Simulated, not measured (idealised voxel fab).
process module | voxel released beams
Xsec cut, 260 nm wide, square cell size 5 nm.
Think of the cross-section as a grid of square cells. We describe it in bands, top to bottom, and each band covers one or more rows of those cells.
In this notation a band is specified by the heights of its top and bottom, in that order and in nm, after which its materials appear from left to right, each paired with its width in nm. The word "full width" attached to a single material means that material fills the band from edge to edge; the word "blank" stands for empty space.
Where do heights start? At 0: under that level the wafer as delivered is made of one material only. And the lowest band has no floor; it just carries on downward, as in "0..down".
A width given as "30->40" starts at the first number in the band's top row and ends at the second number in its bottom row, shifting by an equal amount at every step from row to row.
Where a step carries "stayed the same", the cross-section came out of it unchanged, cell for cell.
"Fully enclosed voids" lists enclosed empty spaces (at least 8 cells, no open path upward to the top), each as width x height at distance from the left edge, in nm.
The remark found on a step's line after its settings is issued by the simulator itself and pertains to that step.
overlay nm: mask right of planned place by this much (step with mask). Neg. = left.

-- Planned process steps
1 RECEIVE with material Si
2 CONFORMAL_DEP with material SiN, thk nm 10
3 DIRECTIONAL_DEP with material SiO2, thk nm 10
4 MASKED_ETCH with tone open, mask id ANCHOR, width nm 40, etch materials SiO2, depth nm 10, overlay nm 0
5 CONFORMAL_DEP with material TiN, thk nm 15
6 DIRECTIONAL_DEP with material aC, thk nm 15
7 PATTERN with tone cover, mask id BEAM, material resist, width nm 110, thk nm 30, overlay nm 0
8 DIRECTIONAL_ETCH with etch materials aC, depth nm 15
9 STRIP with etch materials resist
10 DIRECTIONAL_ETCH with etch materials TiN, depth nm 15
11 STRIP with etch materials aC
12 STRIP with etch materials SiO2

-- The cross-section here shows the wafer as received, i.e. in its state after step 1
0..down | Si full width
Fully enclosed voids: none

-- First of two wafers at the end of the module, shown in cross-section; run carried out as planned
35..25 | blank 70 | TiN 20 | blank 10 | TiN 80 | blank 80
25..20 | blank 70 | TiN 110 | blank 80
20..10 | blank 75 | TiN 40 | blank 145
10..0 | SiN full width
0..down | Si full width
Fully enclosed voids: none

-- Second of two wafers, module complete, sectioned: it shares the first wafer's start and plan but was run with one mistake
35..25 | blank 70 | TiN 60 | blank 130
25..20 | blank 70 | TiN 110 | blank 80
20..10 | blank 60 | TiN 15 | SiO2 40 | TiN 65 | blank 80
10..0 | SiN full width
0..down | Si full width
Fully enclosed voids: none
What was done differently from what was planned? step 4 changed vs plan, executed as MASKED_ETCH with tone cover, mask id ANCHOR, width nm 40, etch materials SiO2, depth nm 10, overlay nm 0
Cell-count delta at end, second wafer over first, by material: 16 more of SiO2
